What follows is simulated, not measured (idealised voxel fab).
You're looking at the process module voxel double patterning.
The cross-section on display is named cut; it measures 180 nm wide, and its cells are 5 nm squares.
If you're reading a cross-section in this doc, picture square cells in a grid; it comes to you as bands, top ones listed first down to the bottom, and a band can be one or more rows of cells.
The band entry comprises the height of the band's top followed by the height of its bottom, expressed in nm, and subsequently the band's materials from left to right, each stated together with its width in nm. Where a single material is marked with the word "throughout", that material fills the band from edge to edge. The word "empty" represents empty space.
Below 0: as-received wafer, all one material; heights counted from there. Lowest band: no bottom, goes on down, written "0 and below".
Quick explanation for "30..40": the width changes in equal steps down the rows of cells, from the first number in the band's top row to the second number in its bottom row.
"nothing got changed" -> step changed no cross-section cell.
Empty spaces without an open route to the top, at least 8 cells in extent, make up the entry "Entrapped voids"; each is given as width x height at distance, where the distance is measured from the left edge, and all are in nm.
That trailing text on a step's line, after the settings, is the simulator's own remark on the step.
The optional step-line setting "overlay nm" applies to steps with a mask and quantifies how far to the right of its planned location the mask lay, a negative value indicating leftward placement.
## plan
1) RECEIVE, material Si
2) CONFORMAL_DEP, material SiO2, thk nm 10
3) DIRECTIONAL_DEP, material W, thk nm 20
4) DIRECTIONAL_DEP, material SiN, thk nm 5
5) PATTERN, tone open, mask id FIRST, material resist, width nm 15, pitch nm 50, thk nm 15, overlay nm 0
6) DIRECTIONAL_ETCH, etch materials SiN, depth nm 5
7) STRIP, etch materials resist
8) DIRECTIONAL_DEP, material aC, thk nm 15
9) PATTERN, tone open, mask id SECOND, material resist, width nm 15, pitch nm 50, thk nm 30, overlay nm 0
10) DIRECTIONAL_ETCH, etch materials aC, depth nm 15
11) STRIP, etch materials resist
12) DIRECTIONAL_ETCH, etch materials SiN, depth nm 5
13) STRIP, etch materials aC
14) DIRECTIONAL_ETCH, etch materials W, depth nm 20
15) STRIP, etch materials SiN
## Cross-section, incoming material, after step 1
  0 and below  Si throughout
  Entrapped voids: none
## End-of-module cross-section. Starting structure and process plan as above; one mistake made in running it
  50 down to 30  W: 30, empty: 15, W: 10, empty: 15, W: 10, empty: 15, W: 10, empty: 15, W: 10, empty: 15, W: 35
  30 down to 10  W throughout
  10 down to 0  SiO2 throughout
  0 and below  Si throughout
  Entrapped voids: none
Error vs. plan: step 3 of the plan was carried out twice
